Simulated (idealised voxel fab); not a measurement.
Herein follows the process module entitled voxel gate over fins.
This is section cut - it's 180 nm across, gridded in 5 nm square cells.
How to read a cross-section here: the picture is a grid of square cells, written as bands going from the top down, and any band can span one or more rows of cells.
In this notation a band is specified by the heights of its top and bottom, in that order and in nm, after which its materials appear from left to right, each paired with its width in nm. The word "throughout" attached to a single material means that material fills the band from edge to edge; the word "blank" stands for empty space.
For the purposes of this specification, 0 denotes the height below which the wafer in its as-received condition is composed wholly of one material, and the lowermost band, lacking a lower limit, extends downward without end, as expressed in "z 0 and below".
A two-number width, for instance "30..40", indicates that the width is equal to the first number in the top row of the band and to the second number in the bottom row, and that it changes by a constant amount per row of cells.
You'll sometimes find "changes: none" written for a step, and that's the way of saying that nowhere in the cross-section did a cell change during that step.
For the entry "Tabulated closed voids", the listed items are empty spaces with no open way to the top whose size is 8 cells or more; each item follows the pattern width x height at distance, where distance is from the left edge and all three are in nm.
Read whatever lies past the settings on a step's line as the simulator's own remark about the step.
For masked steps, "overlay nm" on the step line gives how far right of plan the mask actually lay; a minus sign means it lay to the left.
Pairs, read this way: before one process step on the one hand, after it on the other, the after cross-section ending at the lowest band that changed; the step between, settings included, beneath. Same starting wafer throughout, but possibly different runs of this module, so no pair continues from the pair above unless its entry headed "Pre-step geometry" says so.

## Pre-step geometry
> z 10 to 0: blank 20, SiN 15, blank 20, SiN 15, blank 20, SiN 15, blank 20, SiN 15, blank 40
> z 0 to -35: blank 20, Si 15, blank 20, Si 15, blank 20, Si 15, blank 20, Si 15, blank 40
> z -35 and below: Si throughout
> Tabulated closed voids: none

## Cut View, Post-Step
> z 10 to 0: blank 20, SiN 15, blank 20, SiN 15, blank 20, SiN 15, blank 20, SiN 15, blank 40
> z 0 to -35: blank 20, SiO2 5, Si 5, SiO2 5, blank 20, SiO2 5, Si 5, SiO2 5, blank 20, SiO2 5, Si 5, SiO2 5, blank 20, SiO2 5, Si 5, SiO2 5, blank 40
> z -35 to -40: SiO2 25, Si 5, SiO2 30, Si 5, SiO2 30, Si 5, SiO2 30, Si 5, SiO2 45
> At heights below -40, the structure remains unaltered.
> Tabulated closed voids: none
Link between the two cross-sections above: OXIDIZE (depth nm 5)

Pre-step geometry: per the after cross-section of the pair just above.

## Cut View, Post-Step
> z 15 to 10: SiO2 throughout
> z 10 to 0: SiO2 20, SiN 15, SiO2 20, SiN 15, SiO2 20, SiN 15, SiO2 20, SiN 15, SiO2 40
> z 0 to -40: SiO2 25, Si 5, SiO2 30, Si 5, SiO2 30, Si 5, SiO2 30, Si 5, SiO2 45
> At heights below -40, the structure remains unaltered.
> Tabulated closed voids: none
Link between the two cross-sections above: FILL_DEP (material SiO2; thk nm 5)

Pre-step geometry: per the after cross-section of the pair just above.

## Cut View, Post-Step
> z 10 to 0: SiO2 20, SiN 15, SiO2 20, SiN 15, SiO2 20, SiN 15, SiO2 20, SiN 15, SiO2 40
> At heights below 0, the structure remains unaltered.
> Tabulated closed voids: none
Link between the two cross-sections above: CMP (height nm 10)

Pre-step geometry: per the after cross-section of the pair just above.

## Cut View, Post-Step
> z 10 to 0: blank 20, SiN 15, blank 20, SiN 15, blank 20, SiN 15, blank 20, SiN 15, blank 40
> z 0 to -15: blank 25, Si 5, blank 30, Si 5, blank 30, Si 5, blank 30, Si 5, blank 45
> At heights below -15, the structure remains unaltered.
> Tabulated closed voids: none
Link between the two cross-sections above: SELECTIVE_ETCH (etch materials SiO2; depth nm 25)

Pre-step geometry: per the after cross-section of the pair just above.

## Cut View, Post-Step
> z 0 to -15: blank 25, Si 5, blank 30, Si 5, blank 30, Si 5, blank 30, Si 5, blank 45
> At heights below -15, the structure remains unaltered.
> Tabulated closed voids: none
Link between the two cross-sections above: STRIP (etch materials SiN)

Pre-step geometry: per the after cross-section of the pair just above.

## Cut View, Post-Step
> z 5 to 0: blank 20, HfO2 15, blank 20, HfO2 15, blank 20, HfO2 15, blank 20, HfO2 15, blank 40
> z 0 to -10: blank 20, HfO2 5, Si 5, HfO2 5, blank 20, HfO2 5, Si 5, HfO2 5, blank 20, HfO2 5, Si 5, HfO2 5, blank 20, HfO2 5, Si 5, HfO2 5, blank 40
> z -10 to -15: HfO2 25, Si 5, HfO2 30, Si 5, HfO2 30, Si 5, HfO2 30, Si 5, HfO2 45
> At heights below -15, the structure remains unaltered.
> Tabulated closed voids: none
Link between the two cross-sections above: CONFORMAL_DEP (material HfO2; thk nm 5)

Pre-step geometry: per the after cross-section of the pair just above.

## Cut View, Post-Step
> z 10 to 5: blank 15, TiN 25, blank 10, TiN 25, blank 10, TiN 25, blank 10, TiN 25, blank 35
> z 5 to 0: blank 15, TiN 5, HfO2 15, TiN 5, blank 10, TiN 5, HfO2 15, TiN 5, blank 10, TiN 5, HfO2 15, TiN 5, blank 10, TiN 5, HfO2 15, TiN 5, blank 35
> z 0 to -5: blank 15, TiN 5, HfO2 5, Si 5, HfO2 5, TiN 5, blank 10, TiN 5, HfO2 5, Si 5, HfO2 5, TiN 5, blank 10, TiN 5, HfO2 5, Si 5, HfO2 5, TiN 5, blank 10, TiN 5, HfO2 5, Si 5, HfO2 5, TiN 5, blank 35
> z -5 to -10: TiN 20, HfO2 5, Si 5, HfO2 5, TiN 20, HfO2 5, Si 5, HfO2 5, TiN 20, HfO2 5, Si 5, HfO2 5, TiN 20, HfO2 5, Si 5, HfO2 5, TiN 40
> At heights below -10, the structure remains unaltered.
> Tabulated closed voids: none
Link between the two cross-sections above: CONFORMAL_DEP (material TiN; thk nm 5)

Pre-step geometry: per the after cross-section of the pair just above.

## Cut View, Post-Step
> z 20 to 10: W throughout
> z 10 to 5: W 15, TiN 25, W 10, TiN 25, W 10, TiN 25, W 10, TiN 25, W 35
> z 5 to 0: W 15, TiN 5, HfO2 15, TiN 5, W 10, TiN 5, HfO2 15, TiN 5, W 10, TiN 5, HfO2 15, TiN 5, W 10, TiN 5, HfO2 15, TiN 5, W 35
> z 0 to -5: W 15, TiN 5, HfO2 5, Si 5, HfO2 5, TiN 5, W 10, TiN 5, HfO2 5, Si 5, HfO2 5, TiN 5, W 10, TiN 5, HfO2 5, Si 5, HfO2 5, TiN 5, W 10, TiN 5, HfO2 5, Si 5, HfO2 5, TiN 5, W 35
> At heights below -5, the structure remains unaltered.
> Tabulated closed voids: none
Link between the two cross-sections above: FILL_DEP (material W; thk nm 10)

Pre-step geometry: per the after cross-section of the pair just above.

## Cut View, Post-Step
> z 15 to 10: W throughout
> At heights below 10, the structure remains unaltered.
> Tabulated closed voids: none
Link between the two cross-sections above: CMP (height nm 15)

Pre-step geometry: per the after cross-section of the pair just above.

## Cut View, Post-Step
> z 20 to 15: SiN throughout
> At heights below 15, the structure remains unaltered.
> Tabulated closed voids: none
Link between the two cross-sections above: CONFORMAL_DEP (material SiN; thk nm 5)

## Pre-step geometry
> z 5 to 0: blank 30, HfO2 15, blank 20, HfO2 15, blank 20, HfO2 15, blank 20, HfO2 15, blank 30
> z 0 to -10: blank 30, HfO2 5, Si 5, HfO2 5, blank 20, HfO2 5, Si 5, HfO2 5, blank 20, HfO2 5, Si 5, HfO2 5, blank 20, HfO2 5, Si 5, HfO2 5, blank 30
> z -10 to -15: HfO2 35, Si 5, HfO2 30, Si 5, HfO2 30, Si 5, HfO2 30, Si 5, HfO2 35
> z -15 to -40: SiO2 35, Si 5, SiO2 30, Si 5, SiO2 30, Si 5, SiO2 30, Si 5, SiO2 35
> z -40 and below: Si throughout
> Tabulated closed voids: none

## Cut View, Post-Step
> z 10 to 5: blank 25, SiN 25, blank 10, SiN 25, blank 10, SiN 25, blank 10, SiN 25, blank 25
> z 5 to 0: blank 25, SiN 5, HfO2 15, SiN 5, blank 10, SiN 5, HfO2 15, SiN 5, blank 10, SiN 5, HfO2 15, SiN 5, blank 10, SiN 5, HfO2 15, SiN 5, blank 25
> z 0 to -5: blank 25, SiN 5, HfO2 5, Si 5, HfO2 5, SiN 5, blank 10, SiN 5, HfO2 5, Si 5, HfO2 5, SiN 5, blank 10, SiN 5, HfO2 5, Si 5, HfO2 5, SiN 5, blank 10, SiN 5, HfO2 5, Si 5, HfO2 5, SiN 5, blank 25
> z -5 to -10: SiN 30, HfO2 5, Si 5, HfO2 5, SiN 20, HfO2 5, Si 5, HfO2 5, SiN 20, HfO2 5, Si 5, HfO2 5, SiN 20, HfO2 5, Si 5, HfO2 5, SiN 30
> At heights below -10, the structure remains unaltered.
> Tabulated closed voids: none
Link between the two cross-sections above: CONFORMAL_DEP (material SiN; thk nm 5)

Pre-step geometry: per the after cross-section of the pair just above.

## Cut View, Post-Step
> z 20 to 10: W throughout
> z 10 to 5: W 25, SiN 25, W 10, SiN 25, W 10, SiN 25, W 10, SiN 25, W 25
> z 5 to 0: W 25, SiN 5, HfO2 15, SiN 5, W 10, SiN 5, HfO2 15, SiN 5, W 10, SiN 5, HfO2 15, SiN 5, W 10, SiN 5, HfO2 15, SiN 5, W 25
> z 0 to -5: W 25, SiN 5, HfO2 5, Si 5, HfO2 5, SiN 5, W 10, SiN 5, HfO2 5, Si 5, HfO2 5, SiN 5, W 10, SiN 5, HfO2 5, Si 5, HfO2 5, SiN 5, W 10, SiN 5, HfO2 5, Si 5, HfO2 5, SiN 5, W 25
> At heights below -5, the structure remains unaltered.
> Tabulated closed voids: none
Link between the two cross-sections above: FILL_DEP (material W; thk nm 10)

Pre-step geometry: per the after cross-section of the pair just above.

## Cut View, Post-Step
> z 15 to 10: W throughout
> At heights below 10, the structure remains unaltered.
> Tabulated closed voids: none
Link between the two cross-sections above: CMP (height nm 15)

Pre-step geometry: per the after cross-section of the pair just above.

## Cut View, Post-Step
> z 20 to 15: SiN throughout
> At heights below 15, the structure remains unaltered.
> Tabulated closed voids: none
Link between the two cross-sections above: CONFORMAL_DEP (material SiN; thk nm 5)

## Pre-step geometry
> z 10 to 0: SiN throughout
> z 0 and below: Si throughout
> Tabulated closed voids: none

## Cut View, Post-Step
> z 30 to 10: resist 30, blank 15, resist 20, blank 15, resist 20, blank 15, resist 20, blank 15, resist 30
> At heights below 10, the structure remains unaltered.
> Tabulated closed voids: none
Link between the two cross-sections above: PATTERN (tone open; mask id FINS; material resist; width nm 15; pitch nm 35; thk nm 20; overlay nm 0)

Pre-step geometry: per the after cross-section of the pair just above.

## Cut View, Post-Step
> z 30 to 10: resist 30, blank 15, resist 20, blank 15, resist 20, blank 15, resist 20, blank 15, resist 30
> z 10 to 0: SiN 30, blank 15, SiN 20, blank 15, SiN 20, blank 15, SiN 20, blank 15, SiN 30
> At heights below 0, the structure remains unaltered.
> Tabulated closed voids: none
Link between the two cross-sections above: DIRECTIONAL_ETCH (etch materials SiN; depth nm 10)

Pre-step geometry: per the after cross-section of the pair just above.

## Cut View, Post-Step
> z 30 to 10: resist 30, blank 15, resist 20, blank 15, resist 20, blank 15, resist 20, blank 15, resist 30
> z 10 to 0: SiN 30, blank 15, SiN 20, blank 15, SiN 20, blank 15, SiN 20, blank 15, SiN 30
> z 0 to -35: Si 30, blank 15, Si 20, blank 15, Si 20, blank 15, Si 20, blank 15, Si 30
> At heights below -35, the structure remains unaltered.
> Tabulated closed voids: none
Link between the two cross-sections above: DIRECTIONAL_ETCH (etch materials Si; depth nm 35)

Pre-step geometry: per the after cross-section of the pair just above.

## Cut View, Post-Step
> z 10 to 0: SiN 30, blank 15, SiN 20, blank 15, SiN 20, blank 15, SiN 20, blank 15, SiN 30
> At heights below 0, the structure remains unaltered.
> Tabulated closed voids: none
Link between the two cross-sections above: STRIP (etch materials resist)

Pre-step geometry: per the after cross-section of the pair just above.

## Cut View, Post-Step
> z 10 to 0: SiN 30, blank 15, SiN 20, blank 15, SiN 20, blank 15, SiN 20, blank 15, SiN 30
> z 0 to -35: Si 25, SiO2 5, blank 15, SiO2 5, Si 10, SiO2 5, blank 15, SiO2 5, Si 10, SiO2 5, blank 15, SiO2 5, Si 10, SiO2 5, blank 15, SiO2 5, Si 25
> z -35 to -40: Si 25, SiO2 25, Si 10, SiO2 25, Si 10, SiO2 25, Si 10, SiO2 25, Si 25
> At heights below -40, the structure remains unaltered.
> Tabulated closed voids: none
Link between the two cross-sections above: OXIDIZE (depth nm 5)

Pre-step geometry: per the after cross-section of the pair just above.

## Cut View, Post-Step
> z 15 to 10: SiO2 throughout
> z 10 to 0: SiN 30, SiO2 15, SiN 20, SiO2 15, SiN 20, SiO2 15, SiN 20, SiO2 15, SiN 30
> z 0 to -40: Si 25, SiO2 25, Si 10, SiO2 25, Si 10, SiO2 25, Si 10, SiO2 25, Si 25
> At heights below -40, the structure remains unaltered.
> Tabulated closed voids: none
Link between the two cross-sections above: FILL_DEP (material SiO2; thk nm 5)

Pre-step geometry: per the after cross-section of the pair just above.

## Cut View, Post-Step
> z 10 to 0: SiN 30, SiO2 15, SiN 20, SiO2 15, SiN 20, SiO2 15, SiN 20, SiO2 15, SiN 30
> At heights below 0, the structure remains unaltered.
> Tabulated closed voids: none
Link between the two cross-sections above: CMP (height nm 10)

Pre-step geometry: per the after cross-section of the pair just above.

## Cut View, Post-Step
> z 10 to 0: SiN 30, blank 15, SiN 20, blank 15, SiN 20, blank 15, SiN 20, blank 15, SiN 30
> z 0 to -15: Si 25, blank 25, Si 10, blank 25, Si 10, blank 25, Si 10, blank 25, Si 25
> At heights below -15, the structure remains unaltered.
> Tabulated closed voids: none
Link between the two cross-sections above: SELECTIVE_ETCH (etch materials SiO2; depth nm 25)

Pre-step geometry: per the after cross-section of the pair just above.

## Cut View, Post-Step
> z 0 to -15: Si 25, blank 25, Si 10, blank 25, Si 10, blank 25, Si 10, blank 25, Si 25
> At heights below -15, the structure remains unaltered.
> Tabulated closed voids: none
Link between the two cross-sections above: STRIP (etch materials SiN)

Pre-step geometry: per the after cross-section of the pair just above.

## Cut View, Post-Step
> z 5 to 0: HfO2 30, blank 15, HfO2 20, blank 15, HfO2 20, blank 15, HfO2 20, blank 15, HfO2 30
> z 0 to -10: Si 25, HfO2 5, blank 15, HfO2 5, Si 10, HfO2 5, blank 15, HfO2 5, Si 10, HfO2 5, blank 15, HfO2 5, Si 10, HfO2 5, blank 15, HfO2 5, Si 25
> z -10 to -15: Si 25, HfO2 25, Si 10, HfO2 25, Si 10, HfO2 25, Si 10, HfO2 25, Si 25
> At heights below -15, the structure remains unaltered.
> Tabulated closed voids: none
Link between the two cross-sections above: CONFORMAL_DEP (material HfO2; thk nm 5)

Pre-step geometry: per the after cross-section of the pair just above.

## Cut View, Post-Step
> z 10 to 5: TiN 35, blank 5, TiN 30, blank 5, TiN 30, blank 5, TiN 30, blank 5, TiN 35
> z 5 to 0: HfO2 30, TiN 5, blank 5, TiN 5, HfO2 20, TiN 5, blank 5, TiN 5, HfO2 20, TiN 5, blank 5, TiN 5, HfO2 20, TiN 5, blank 5, TiN 5, HfO2 30
> z 0 to -5: Si 25, HfO2 5, TiN 5, blank 5, TiN 5, HfO2 5, Si 10, HfO2 5, TiN 5, blank 5, TiN 5, HfO2 5, Si 10, HfO2 5, TiN 5, blank 5, TiN 5, HfO2 5, Si 10, HfO2 5, TiN 5, blank 5, TiN 5, HfO2 5, Si 25
> z -5 to -10: Si 25, HfO2 5, TiN 15, HfO2 5, Si 10, HfO2 5, TiN 15, HfO2 5, Si 10, HfO2 5, TiN 15, HfO2 5, Si 10, HfO2 5, TiN 15, HfO2 5, Si 25
> At heights below -10, the structure remains unaltered.
> Tabulated closed voids: none
Link between the two cross-sections above: CONFORMAL_DEP (material TiN; thk nm 5)

Pre-step geometry: per the after cross-section of the pair just above.

## Cut View, Post-Step
> z 20 to 10: W throughout
> z 10 to 5: TiN 35, W 5, TiN 30, W 5, TiN 30, W 5, TiN 30, W 5, TiN 35
> z 5 to 0: HfO2 30, TiN 5, W 5, TiN 5, HfO2 20, TiN 5, W 5, TiN 5, HfO2 20, TiN 5, W 5, TiN 5, HfO2 20, TiN 5, W 5, TiN 5, HfO2 30
> z 0 to -5: Si 25, HfO2 5, TiN 5, W 5, TiN 5, HfO2 5, Si 10, HfO2 5, TiN 5, W 5, TiN 5, HfO2 5, Si 10, HfO2 5, TiN 5, W 5, TiN 5, HfO2 5, Si 10, HfO2 5, TiN 5, W 5, TiN 5, HfO2 5, Si 25
> At heights below -5, the structure remains unaltered.
> Tabulated closed voids: none
Link between the two cross-sections above: FILL_DEP (material W; thk nm 10)

Pre-step geometry: per the after cross-section of the pair just above.

## Cut View, Post-Step
> z 15 to 10: W throughout
> At heights below 10, the structure remains unaltered.
> Tabulated closed voids: none
Link between the two cross-sections above: CMP (height nm 15)

Pre-step geometry: per the after cross-section of the pair just above.

## Cut View, Post-Step
> z 20 to 15: SiN throughout
> At heights below 15, the structure remains unaltered.
> Tabulated closed voids: none
Link between the two cross-sections above: CONFORMAL_DEP (material SiN; thk nm 5)
